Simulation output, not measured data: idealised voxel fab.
process module | voxel ribs on slabs
The figure presents cross-section cut, which has a width of 290 nm and is divided into square cells with an edge length of 5 nm.
Bands, listed from the top down, are how a cross-section gets written in this document; the cross-section itself is a grid of square cells, and a band is one or more rows of them. Quick guide to a band line: top height, bottom height (nm) up front; then every material left to right with its width in nm. Only one material and it's marked "everywhere"? Then it fills the band edge to edge. And "empty" just means empty space. Basically, 0 is our baseline, since under it the wafer straight out of the box is all one material. The bottom band has no lower end and keeps on going down, so it looks like "0 nm and below". The notation "30..40" denotes a width that varies across the rows of cells in the band, beginning at the first number in the top row, finishing at the second number in the bottom row, and changing by an identical amount from each row to the next. Where a step carries "remained unchanged", the cross-section came out of it unchanged, cell for cell. So "Trapped void list" is basically the list of trapped voids: any empty space of 8 cells or more that can't reach the top through an opening. They're written width x height at distance, the distance being from the left edge, and it's all nm. On each step's line, the part that comes after the settings is the simulator's own comment on the step. The "overlay nm" setting may appear on a step's line; for a step that uses a mask, it gives how far to the right of its planned position the mask lay, and a negative value indicates the left.

Intended process steps
1,op RECEIVE | material Si
2,op DIRECTIONAL_DEP | material SiO2 | thk nm 30
3,op DIRECTIONAL_DEP | material SiN | thk nm 25
4,op MASKED_ETCH | tone cover | mask id RIB | width nm 20 | etch materials SiN | depth nm 10 | overlay nm 0
5,op MASKED_ETCH | tone cover | mask id SLAB | width nm 80 | etch materials SiN | depth nm 15 | overlay nm 0
6,op FILL_DEP | material SiO2 | thk nm 20
7,op CMP | height nm 70
8,op DIRECTIONAL_DEP | material W | thk nm 5
9,op MASKED_ETCH | tone cover | mask id HEATER | width nm 30 | etch materials W | depth nm 5 | overlay nm 0
10,op CONFORMAL_DEP | material SiO2 | thk nm 5

Wafer cross-section on receipt, i.e. after step 1
* 0 nm and below | Si everywhere
* Trapped void list: none

What the wafer looks like in cross-section after this module, when it starts as shown above and follows the plan above but one mistake is made in running it
* 80 nm to 75 nm | 125 nm empty, 40 nm SiO2, 125 nm empty
* 75 nm to 70 nm | 130 nm SiO2, 30 nm W, 130 nm SiO2
* 70 nm to 60 nm | 105 nm SiO2, 80 nm SiN, 105 nm SiO2
* 60 nm to 0 nm | SiO2 everywhere
* 0 nm and below | Si everywhere
* Trapped void list: none
Run error: step 2 of the plan was performed twice
